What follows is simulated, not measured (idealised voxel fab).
process module | voxel air gaps
cross-section cut | 215 nm wide | cells 5 nm
A cross-section is a grid of square cells, given in bands from the top down. A band is one or more rows of cells.
Each band's line starts with the height of the band's top and of its bottom, in nm. Then come its materials from left to right, each with its width in nm. One material with "throughout" fills the band from edge to edge. "air" is empty space.
Height 0 is the level under which the wafer as received is all one material. The lowest band goes on downwards, as in "0 down".
A width such as "30 to 40" changes by the same amount from each row of cells to the next, from the band's top row to its bottom row.
"no change" after a step means that no cell of the cross-section changed.
closed voids: empty space of 8 cells or more with no open way to the top, each as width x height at its distance from the left edge, in nm
after a step's settings: what the simulator itself notes on the step
overlay nm, on a step with a mask: how far to the right of its planned place the mask lay; to the left if negative
Each pair below shows a cross-section before one step and the cross-section after it, down to the lowest band that changed. The line under each pair gives the step between them, with its settings. The pairs can come from different runs of this module on the same starting wafer, so a pair continues from the pair above only where its "before" says so.
before
  0 down: Si throughout
  closed voids: none
after
  15 to 0: SiO2 throughout
  below 0: unchanged
  closed voids: none
the step between: op CONFORMAL_DEP | material SiO2 | thk nm 15
before: the cross-section after the pair above
after
  20 to 15: SiN throughout
  below 15: unchanged
  closed voids: none
the step between: op CONFORMAL_DEP | material SiN | thk nm 5
before: the cross-section after the pair above
after
  60 to 20: SiO2 throughout
  below 20: unchanged
  closed voids: none
the step between: op DIRECTIONAL_DEP | material SiO2 | thk nm 40
before: the cross-section after the pair above
after
  60 to 20: SiO2 40 | air 25 | SiO2 30 | air 25 | SiO2 30 | air 25 | SiO2 40
  below 20: unchanged
  closed voids: none
the step between: op MASKED_ETCH | tone open | mask id LINES | width nm 25 | pitch nm 55 | etch materials SiO2 | depth nm 40 | overlay nm 0
before: the cross-section after the pair above
after
  65 to 60: TiN 45 | air 15 | TiN 40 | air 15 | TiN 40 | air 15 | TiN 45
  60 to 25: SiO2 40 | TiN 5 | air 15 | TiN 5 | SiO2 30 | TiN 5 | air 15 | TiN 5 | SiO2 30 | TiN 5 | air 15 | TiN 5 | SiO2 40
  25 to 20: SiO2 40 | TiN 25 | SiO2 30 | TiN 25 | SiO2 30 | TiN 25 | SiO2 40
  below 20: unchanged
  closed voids: none
the step between: op CONFORMAL_DEP | material TiN | thk nm 5
before: the cross-section after the pair above
after
  70 to 65: Cu throughout
  65 to 60: TiN 45 | Cu 15 | TiN 40 | Cu 15 | TiN 40 | Cu 15 | TiN 45
  60 to 25: SiO2 40 | TiN 5 | Cu 15 | TiN 5 | SiO2 30 | TiN 5 | Cu 15 | TiN 5 | SiO2 30 | TiN 5 | Cu 15 | TiN 5 | SiO2 40
  below 25: unchanged
  closed voids: none
the step between: op FILL_DEP | material Cu | thk nm 5
before: the cross-section after the pair above
after
  60 to 25: SiO2 40 | TiN 5 | Cu 15 | TiN 5 | SiO2 30 | TiN 5 | Cu 15 | TiN 5 | SiO2 30 | TiN 5 | Cu 15 | TiN 5 | SiO2 40
  below 25: unchanged
  closed voids: none
the step between: op CMP | height nm 60
before: the cross-section after the pair above
after
  70 to 60: air 30 | Ru 45 | air 10 | Ru 45 | air 10 | Ru 45 | air 30
  below 60: unchanged
  closed voids: none
the step between: op EPI | material Ru | thk nm 10
before: the cross-section after the pair above
after
  70 to 60: air 30 | Ru 45 | air 10 | Ru 45 | air 10 | Ru 45 | air 30
  60 to 25: air 40 | TiN 5 | Cu 15 | TiN 5 | air 30 | TiN 5 | Cu 15 | TiN 5 | air 30 | TiN 5 | Cu 15 | TiN 5 | air 40
  25 to 20: air 40 | TiN 25 | air 30 | TiN 25 | air 30 | TiN 25 | air 40
  below 20: unchanged
  closed voids: none
the step between: op SELECTIVE_ETCH | etch materials SiO2 | depth nm 50
before: the cross-section after the pair above
after
  75 to 70: air 25 | SiCN 165 | air 25
  70 to 60: air 25 | SiCN 5 | Ru 45 | SiCN 10 | Ru 45 | SiCN 10 | Ru 45 | SiCN 5 | air 25
  60 to 55: air 25 | SiCN 15 | TiN 5 | Cu 15 | TiN 5 | SiCN 30 | TiN 5 | Cu 15 | TiN 5 | SiCN 30 | TiN 5 | Cu 15 | TiN 5 | SiCN 15 | air 25
  55 to 25: air 35 | SiCN 5 | TiN 5 | Cu 15 | TiN 5 | SiCN 5 | air 20 | SiCN 5 | TiN 5 | Cu 15 | TiN 5 | SiCN 5 | air 20 | SiCN 5 | TiN 5 | Cu 15 | TiN 5 | SiCN 5 | air 35
  25 to 20: SiCN 40 | TiN 25 | SiCN 30 | TiN 25 | SiCN 30 | TiN 25 | SiCN 40
  below 20: unchanged
  closed voids: 20 x 30 at 70; 20 x 30 at 125
the step between: op CONFORMAL_DEP | material SiCN | thk nm 5
before
  70 to 60: air 30 | Ru 45 | air 10 | Ru 45 | air 10 | Ru 45 | air 30
  60 to 25: SiO2 40 | TiN 5 | Cu 15 | TiN 5 | SiO2 30 | TiN 5 | Cu 15 | TiN 5 | SiO2 30 | TiN 5 | Cu 15 | TiN 5 | SiO2 40
  25 to 20: SiO2 40 | TiN 25 | SiO2 30 | TiN 25 | SiO2 30 | TiN 25 | SiO2 40
  20 to 15: SiN throughout
  15 to 0: SiO2 throughout
  0 down: Si throughout
  closed voids: none
after
  80 to 60: air 20 | Ru 175 | air 20
  below 60: unchanged
  closed voids: none
the step between: op EPI | material Ru | thk nm 10
before: the cross-section after the pair above
after
  80 to 60: air 20 | Ru 175 | air 20
  60 to 25: air 40 | TiN 5 | Cu 15 | TiN 5 | SiO2 30 | TiN 5 | Cu 15 | TiN 5 | SiO2 30 | TiN 5 | Cu 15 | TiN 5 | air 40
  25 to 20: air 40 | TiN 25 | SiO2 30 | TiN 25 | SiO2 30 | TiN 25 | air 40
  below 20: unchanged
  closed voids: none
the step between: op SELECTIVE_ETCH | etch materials SiO2 | depth nm 50
before: the cross-section after the pair above
after
  85 to 80: air 15 | SiCN 185 | air 15
  80 to 60: air 15 | SiCN 5 | Ru 175 | SiCN 5 | air 15
  60 to 55: air 15 | SiCN 25 | TiN 5 | Cu 15 | TiN 5 | SiO2 30 | TiN 5 | Cu 15 | TiN 5 | SiO2 30 | TiN 5 | Cu 15 | TiN 5 | SiCN 25 | air 15
  55 to 25: air 35 | SiCN 5 | TiN 5 | Cu 15 | TiN 5 | SiO2 30 | TiN 5 | Cu 15 | TiN 5 | SiO2 30 | TiN 5 | Cu 15 | TiN 5 | SiCN 5 | air 35
  25 to 20: SiCN 40 | TiN 25 | SiO2 30 | TiN 25 | SiO2 30 | TiN 25 | SiCN 40
  below 20: unchanged
  closed voids: none
the step between: op CONFORMAL_DEP | material SiCN | thk nm 5
before
  60 to 25: SiO2 40 | TiN 5 | Cu 15 | TiN 5 | SiO2 30 | TiN 5 | Cu 15 | TiN 5 | SiO2 30 | TiN 5 | Cu 15 | TiN 5 | SiO2 40
  25 to 20: SiO2 40 | TiN 25 | SiO2 30 | TiN 25 | SiO2 30 | TiN 25 | SiO2 40
  20 to 15: SiN throughout
  15 to 0: SiO2 throughout
  0 down: Si throughout
  closed voids: none
after
  60 to 25: air 40 | TiN 5 | Cu 15 | TiN 5 | air 30 | TiN 5 | Cu 15 | TiN 5 | air 30 | TiN 5 | Cu 15 | TiN 5 | air 40
  25 to 20: air 40 | TiN 25 | air 30 | TiN 25 | air 30 | TiN 25 | air 40
  below 20: unchanged
  closed voids: none
the step between: op SELECTIVE_ETCH | etch materials SiO2 | depth nm 50
before: the cross-section after the pair above
after
  70 to 60: air 30 | Ru 45 | air 10 | Ru 45 | air 10 | Ru 45 | air 30
  60 to 25: air 30 | Ru 10 | TiN 5 | Cu 15 | TiN 5 | Ru 10 | air 10 | Ru 10 | TiN 5 | Cu 15 | TiN 5 | Ru 10 | air 10 | Ru 10 | TiN 5 | Cu 15 | TiN 5 | Ru 10 | air 30
  25 to 20: air 30 | Ru 10 | TiN 25 | Ru 10 | air 10 | Ru 10 | TiN 25 | Ru 10 | air 10 | Ru 10 | TiN 25 | Ru 10 | air 30
  below 20: unchanged
  closed voids: none
the step between: op EPI | material Ru | thk nm 10
before: the cross-section after the pair above
after
  75 to 70: air 25 | SiCN 165 | air 25
  70 to 60: air 25 | SiCN 5 | Ru 45 | SiCN 10 | Ru 45 | SiCN 10 | Ru 45 | SiCN 5 | air 25
  60 to 25: air 25 | SiCN 5 | Ru 10 | TiN 5 | Cu 15 | TiN 5 | Ru 10 | SiCN 10 | Ru 10 | TiN 5 | Cu 15 | TiN 5 | Ru 10 | SiCN 10 | Ru 10 | TiN 5 | Cu 15 | TiN 5 | Ru 10 | SiCN 5 | air 25
  25 to 20: SiCN 30 | Ru 10 | TiN 25 | Ru 10 | SiCN 10 | Ru 10 | TiN 25 | Ru 10 | SiCN 10 | Ru 10 | TiN 25 | Ru 10 | SiCN 30
  below 20: unchanged
  closed voids: none
the step between: op CONFORMAL_DEP | material SiCN | thk nm 5
before
  0 down: Si throughout
  closed voids: none
after
  5 to 0: SiO2 throughout
  below 0: unchanged
  closed voids: none
the step between: op CONFORMAL_DEP | material SiO2 | thk nm 5
before: the cross-section after the pair above
after
  10 to 5: SiN throughout
  below 5: unchanged
  closed voids: none
the step between: op CONFORMAL_DEP | material SiN | thk nm 5
before: the cross-section after the pair above
after
  50 to 10: SiO2 throughout
  below 10: unchanged
  closed voids: none
the step between: op DIRECTIONAL_DEP | material SiO2 | thk nm 40
before: the cross-section after the pair above
after
  50 to 10: SiO2 40 | air 25 | SiO2 30 | air 25 | SiO2 30 | air 25 | SiO2 40
  below 10: unchanged
  closed voids: none
the step between: op MASKED_ETCH | tone open | mask id LINES | width nm 25 | pitch nm 55 | etch materials SiO2 | depth nm 40 | overlay nm 0
before: the cross-section after the pair above
after
  55 to 50: TiN 45 | air 15 | TiN 40 | air 15 | TiN 40 | air 15 | TiN 45
  50 to 15: SiO2 40 | TiN 5 | air 15 | TiN 5 | SiO2 30 | TiN 5 | air 15 | TiN 5 | SiO2 30 | TiN 5 | air 15 | TiN 5 | SiO2 40
  15 to 10: SiO2 40 | TiN 25 | SiO2 30 | TiN 25 | SiO2 30 | TiN 25 | SiO2 40
  below 10: unchanged
  closed voids: none
the step between: op CONFORMAL_DEP | material TiN | thk nm 5
before: the cross-section after the pair above
after
  60 to 55: Cu throughout
  55 to 50: TiN 45 | Cu 15 | TiN 40 | Cu 15 | TiN 40 | Cu 15 | TiN 45
  50 to 15: SiO2 40 | TiN 5 | Cu 15 | TiN 5 | SiO2 30 | TiN 5 | Cu 15 | TiN 5 | SiO2 30 | TiN 5 | Cu 15 | TiN 5 | SiO2 40
  below 15: unchanged
  closed voids: none
the step between: op FILL_DEP | material Cu | thk nm 5
before: the cross-section after the pair above
after
  70 to 60: Ru throughout
  below 60: unchanged
  closed voids: none
the step between: op EPI | material Ru | thk nm 10
before: the cross-section after the pair above
after
  75 to 70: SiCN throughout
  below 70: unchanged
  closed voids: none
the step between: op CONFORMAL_DEP | material SiCN | thk nm 5
before
  60 to 20: SiO2 throughout
  20 to 15: SiN throughout
  15 to 0: SiO2 throughout
  0 down: Si throughout
  closed voids: none
after
  60 to 20: SiO2 40 | air 30 | SiO2 25 | air 30 | SiO2 25 | air 30 | SiO2 35
  below 20: unchanged
  closed voids: none
the step between: op MASKED_ETCH | tone open | mask id LINES | width nm 30 | pitch nm 55 | etch materials SiO2 | depth nm 40 | overlay nm 0
before: the cross-section after the pair above
after
  65 to 60: TiN 45 | air 20 | TiN 35 | air 20 | TiN 35 | air 20 | TiN 40
  60 to 25: SiO2 40 | TiN 5 | air 20 | TiN 5 | SiO2 25 | TiN 5 | air 20 | TiN 5 | SiO2 25 | TiN 5 | air 20 | TiN 5 | SiO2 35
  25 to 20: SiO2 40 | TiN 30 | SiO2 25 | TiN 30 | SiO2 25 | TiN 30 | SiO2 35
  below 20: unchanged
  closed voids: none
the step between: op CONFORMAL_DEP | material TiN | thk nm 5
before: the cross-section after the pair above
after
  70 to 65: Cu throughout
  65 to 60: TiN 45 | Cu 20 | TiN 35 | Cu 20 | TiN 35 | Cu 20 | TiN 40
  60 to 25: SiO2 40 | TiN 5 | Cu 20 | TiN 5 | SiO2 25 | TiN 5 | Cu 20 | TiN 5 | SiO2 25 | TiN 5 | Cu 20 | TiN 5 | SiO2 35
  below 25: unchanged
  closed voids: none
the step between: op FILL_DEP | material Cu | thk nm 5
before: the cross-section after the pair above
after
  60 to 25: SiO2 40 | TiN 5 | Cu 20 | TiN 5 | SiO2 25 | TiN 5 | Cu 20 | TiN 5 | SiO2 25 | TiN 5 | Cu 20 | TiN 5 | SiO2 35
  below 25: unchanged
  closed voids: none
the step between: op CMP | height nm 60
before: the cross-section after the pair above
after
  70 to 60: air 30 | Ru 50 | air 5 | Ru 50 | air 5 | Ru 50 | air 25
  below 60: unchanged
  closed voids: none
the step between: op EPI | material Ru | thk nm 10
before: the cross-section after the pair above
after
  70 to 60: air 30 | Ru 50 | air 5 | Ru 50 | air 5 | Ru 50 | air 25
  60 to 25: air 40 | TiN 5 | Cu 20 | TiN 5 | air 25 | TiN 5 | Cu 20 | TiN 5 | air 25 | TiN 5 | Cu 20 | TiN 5 | air 35
  25 to 20: air 40 | TiN 30 | air 25 | TiN 30 | air 25 | TiN 30 | air 35
  below 20: unchanged
  closed voids: none
the step between: op SELECTIVE_ETCH | etch materials SiO2 | depth nm 50
before: the cross-section after the pair above
after
  75 to 70: air 25 | SiCN 170 | air 20
  70 to 60: air 25 | SiCN 5 | Ru 50 | SiCN 5 | Ru 50 | SiCN 5 | Ru 50 | SiCN 5 | air 20
  60 to 55: air 25 | SiCN 15 | TiN 5 | Cu 20 | TiN 5 | SiCN 25 | TiN 5 | Cu 20 | TiN 5 | SiCN 25 | TiN 5 | Cu 20 | TiN 5 | SiCN 15 | air 20
  55 to 25: air 35 | SiCN 5 | TiN 5 | Cu 20 | TiN 5 | SiCN 5 | air 15 | SiCN 5 | TiN 5 | Cu 20 | TiN 5 | SiCN 5 | air 15 | SiCN 5 | TiN 5 | Cu 20 | TiN 5 | SiCN 5 | air 30
  25 to 20: SiCN 40 | TiN 30 | SiCN 25 | TiN 30 | SiCN 25 | TiN 30 | SiCN 35
  below 20: unchanged
  closed voids: 15 x 30 at 75; 15 x 30 at 130
the step between: op CONFORMAL_DEP | material SiCN | thk nm 5
before
  60 to 20: SiO2 throughout
  20 to 15: SiN throughout
  15 to 0: SiO2 throughout
  0 down: Si throughout
  closed voids: none
after
  60 to 20: SiO2 35 | air 25 | SiO2 30 | air 25 | SiO2 30 | air 25 | SiO2 45
  below 20: unchanged
  closed voids: none
the step between: op MASKED_ETCH | tone open | mask id LINES | width nm 25 | pitch nm 55 | etch materials SiO2 | depth nm 40 | overlay nm -5
before: the cross-section after the pair above
after
  65 to 60: TiN 40 | air 15 | TiN 40 | air 15 | TiN 40 | air 15 | TiN 50
  60 to 25: SiO2 35 | TiN 5 | air 15 | TiN 5 | SiO2 30 | TiN 5 | air 15 | TiN 5 | SiO2 30 | TiN 5 | air 15 | TiN 5 | SiO2 45
  25 to 20: SiO2 35 | TiN 25 | SiO2 30 | TiN 25 | SiO2 30 | TiN 25 | SiO2 45
  below 20: unchanged
  closed voids: none
the step between: op CONFORMAL_DEP | material TiN | thk nm 5
before: the cross-section after the pair above
after
  70 to 65: Cu throughout
  65 to 60: TiN 40 | Cu 15 | TiN 40 | Cu 15 | TiN 40 | Cu 15 | TiN 50
  60 to 25: SiO2 35 | TiN 5 | Cu 15 | TiN 5 | SiO2 30 | TiN 5 | Cu 15 | TiN 5 | SiO2 30 | TiN 5 | Cu 15 | TiN 5 | SiO2 45
  below 25: unchanged
  closed voids: none
the step between: op FILL_DEP | material Cu | thk nm 5
before: the cross-section after the pair above
after
  60 to 25: SiO2 35 | TiN 5 | Cu 15 | TiN 5 | SiO2 30 | TiN 5 | Cu 15 | TiN 5 | SiO2 30 | TiN 5 | Cu 15 | TiN 5 | SiO2 45
  below 25: unchanged
  closed voids: none
the step between: op CMP | height nm 60
before: the cross-section after the pair above
after
  70 to 60: air 25 | Ru 45 | air 10 | Ru 45 | air 10 | Ru 45 | air 35
  below 60: unchanged
  closed voids: none
the step between: op EPI | material Ru | thk nm 10
before: the cross-section after the pair above
after
  70 to 60: air 25 | Ru 45 | air 10 | Ru 45 | air 10 | Ru 45 | air 35
  60 to 25: air 35 | TiN 5 | Cu 15 | TiN 5 | air 30 | TiN 5 | Cu 15 | TiN 5 | air 30 | TiN 5 | Cu 15 | TiN 5 | air 45
  25 to 20: air 35 | TiN 25 | air 30 | TiN 25 | air 30 | TiN 25 | air 45
  below 20: unchanged
  closed voids: none
the step between: op SELECTIVE_ETCH | etch materials SiO2 | depth nm 50
before: the cross-section after the pair above
after
  75 to 70: air 20 | SiCN 165 | air 30
  70 to 60: air 20 | SiCN 5 | Ru 45 | SiCN 10 | Ru 45 | SiCN 10 | Ru 45 | SiCN 5 | air 30
  60 to 55: air 20 | SiCN 15 | TiN 5 | Cu 15 | TiN 5 | SiCN 30 | TiN 5 | Cu 15 | TiN 5 | SiCN 30 | TiN 5 | Cu 15 | TiN 5 | SiCN 15 | air 30
  55 to 25: air 30 | SiCN 5 | TiN 5 | Cu 15 | TiN 5 | SiCN 5 | air 20 | SiCN 5 | TiN 5 | Cu 15 | TiN 5 | SiCN 5 | air 20 | SiCN 5 | TiN 5 | Cu 15 | TiN 5 | SiCN 5 | air 40
  25 to 20: SiCN 35 | TiN 25 | SiCN 30 | TiN 25 | SiCN 30 | TiN 25 | SiCN 45
  below 20: unchanged
  closed voids: 20 x 30 at 65; 20 x 30 at 120
the step between: op CONFORMAL_DEP | material SiCN | thk nm 5
before
  65 to 60: TiN 45 | air 15 | TiN 40 | air 15 | TiN 40 | air 15 | TiN 45
  60 to 25: SiO2 40 | TiN 5 | air 15 | TiN 5 | SiO2 30 | TiN 5 | air 15 | TiN 5 | SiO2 30 | TiN 5 | air 15 | TiN 5 | SiO2 40
  25 to 20: SiO2 40 | TiN 25 | SiO2 30 | TiN 25 | SiO2 30 | TiN 25 | SiO2 40
  20 to 15: SiN throughout
  15 to 0: SiO2 throughout
  0 down: Si throughout
  closed voids: none
after
  70 to 65: SiO2 throughout
  65 to 60: TiN 45 | SiO2 15 | TiN 40 | SiO2 15 | TiN 40 | SiO2 15 | TiN 45
  60 to 25: SiO2 40 | TiN 5 | SiO2 15 | TiN 5 | SiO2 30 | TiN 5 | SiO2 15 | TiN 5 | SiO2 30 | TiN 5 | SiO2 15 | TiN 5 | SiO2 40
  below 25: unchanged
  closed voids: none
the step between: op FILL_DEP | material SiO2 | thk nm 5
before: the cross-section after the pair above
after
  60 to 25: SiO2 40 | TiN 5 | SiO2 15 | TiN 5 | SiO2 30 | TiN 5 | SiO2 15 | TiN 5 | SiO2 30 | TiN 5 | SiO2 15 | TiN 5 | SiO2 40
  below 25: unchanged
  closed voids: none
the step between: op CMP | height nm 60
before: the cross-section after the pair above
after
  70 to 60: air 30 | Ru 45 | air 10 | Ru 45 | air 10 | Ru 45 | air 30
  below 60: unchanged
  closed voids: none
the step between: op EPI | material Ru | thk nm 10
before: the cross-section after the pair above
after
  70 to 60: air 30 | Ru 45 | air 10 | Ru 45 | air 10 | Ru 45 | air 30
  60 to 25: air 40 | TiN 5 | SiO2 15 | TiN 5 | air 30 | TiN 5 | SiO2 15 | TiN 5 | air 30 | TiN 5 | SiO2 15 | TiN 5 | air 40
  25 to 20: air 40 | TiN 25 | air 30 | TiN 25 | air 30 | TiN 25 | air 40
  below 20: unchanged
  closed voids: none
the step between: op SELECTIVE_ETCH | etch materials SiO2 | depth nm 50
before: the cross-section after the pair above
after
  75 to 70: air 25 | SiCN 165 | air 25
  70 to 60: air 25 | SiCN 5 | Ru 45 | SiCN 10 | Ru 45 | SiCN 10 | Ru 45 | SiCN 5 | air 25
  60 to 55: air 25 | SiCN 15 | TiN 5 | SiO2 15 | TiN 5 | SiCN 30 | TiN 5 | SiO2 15 | TiN 5 | SiCN 30 | TiN 5 | SiO2 15 | TiN 5 | SiCN 15 | air 25
  55 to 25: air 35 | SiCN 5 | TiN 5 | SiO2 15 | TiN 5 | SiCN 5 | air 20 | SiCN 5 | TiN 5 | SiO2 15 | TiN 5 | SiCN 5 | air 20 | SiCN 5 | TiN 5 | SiO2 15 | TiN 5 | SiCN 5 | air 35
  25 to 20: SiCN 40 | TiN 25 | SiCN 30 | TiN 25 | SiCN 30 | TiN 25 | SiCN 40
  below 20: unchanged
  closed voids: 20 x 30 at 70; 20 x 30 at 125
the step between: op CONFORMAL_DEP | material SiCN | thk nm 5
before
  60 to 20: SiO2 throughout
  20 to 15: SiN throughout
  15 to 0: SiO2 throughout
  0 down: Si throughout
  closed voids: none
after
  60 to 20: air 40 | SiO2 25 | air 30 | SiO2 25 | air 30 | SiO2 25 | air 40
  below 20: unchanged
  closed voids: none
the step between: op MASKED_ETCH | tone cover | mask id LINES | width nm 25 | pitch nm 55 | etch materials SiO2 | depth nm 40 | overlay nm 0
before: the cross-section after the pair above
after
  65 to 60: air 35 | TiN 35 | air 20 | TiN 35 | air 20 | TiN 35 | air 35
  60 to 25: air 35 | TiN 5 | SiO2 25 | TiN 5 | air 20 | TiN 5 | SiO2 25 | TiN 5 | air 20 | TiN 5 | SiO2 25 | TiN 5 | air 35
  25 to 20: TiN 40 | SiO2 25 | TiN 30 | SiO2 25 | TiN 30 | SiO2 25 | TiN 40
  below 20: unchanged
  closed voids: none
the step between: op CONFORMAL_DEP | material TiN | thk nm 5
before: the cross-section after the pair above
after
  70 to 65: Cu throughout
  65 to 60: Cu 35 | TiN 35 | Cu 20 | TiN 35 | Cu 20 | TiN 35 | Cu 35
  60 to 25: Cu 35 | TiN 5 | SiO2 25 | TiN 5 | Cu 20 | TiN 5 | SiO2 25 | TiN 5 | Cu 20 | TiN 5 | SiO2 25 | TiN 5 | Cu 35
  below 25: unchanged
  closed voids: none
the step between: op FILL_DEP | material Cu | thk nm 5
before: the cross-section after the pair above
after
  60 to 25: Cu 35 | TiN 5 | SiO2 25 | TiN 5 | Cu 20 | TiN 5 | SiO2 25 | TiN 5 | Cu 20 | TiN 5 | SiO2 25 | TiN 5 | Cu 35
  below 25: unchanged
  closed voids: none
the step between: op CMP | height nm 60
before: the cross-section after the pair above
after
  70 to 60: Ru 50 | air 5 | Ru 50 | air 5 | Ru 50 | air 5 | Ru 50
  below 60: unchanged
  closed voids: none
the step between: op EPI | material Ru | thk nm 10
before: the cross-section after the pair above
after
  70 to 60: Ru 50 | air 5 | Ru 50 | air 5 | Ru 50 | air 5 | Ru 50
  60 to 25: Cu 35 | TiN 5 | air 25 | TiN 5 | Cu 20 | TiN 5 | air 25 | TiN 5 | Cu 20 | TiN 5 | air 25 | TiN 5 | Cu 35
  25 to 20: TiN 40 | air 25 | TiN 30 | air 25 | TiN 30 | air 25 | TiN 40
  below 20: unchanged
  closed voids: none
the step between: op SELECTIVE_ETCH | etch materials SiO2 | depth nm 50
before: the cross-section after the pair above
after
  75 to 70: SiCN throughout
  70 to 60: Ru 50 | SiCN 5 | Ru 50 | SiCN 5 | Ru 50 | SiCN 5 | Ru 50
  60 to 55: Cu 35 | TiN 5 | SiCN 25 | TiN 5 | Cu 20 | TiN 5 | SiCN 25 | TiN 5 | Cu 20 | TiN 5 | SiCN 25 | TiN 5 | Cu 35
  55 to 25: Cu 35 | TiN 5 | SiCN 5 | air 15 | SiCN 5 | TiN 5 | Cu 20 | TiN 5 | SiCN 5 | air 15 | SiCN 5 | TiN 5 | Cu 20 | TiN 5 | SiCN 5 | air 15 | SiCN 5 | TiN 5 | Cu 35
  25 to 20: TiN 40 | SiCN 25 | TiN 30 | SiCN 25 | TiN 30 | SiCN 25 | TiN 40
  below 20: unchanged
  closed voids: 15 x 30 at 45; 15 x 30 at 100; 15 x 30 at 155
the step between: op CONFORMAL_DEP | material SiCN | thk nm 5
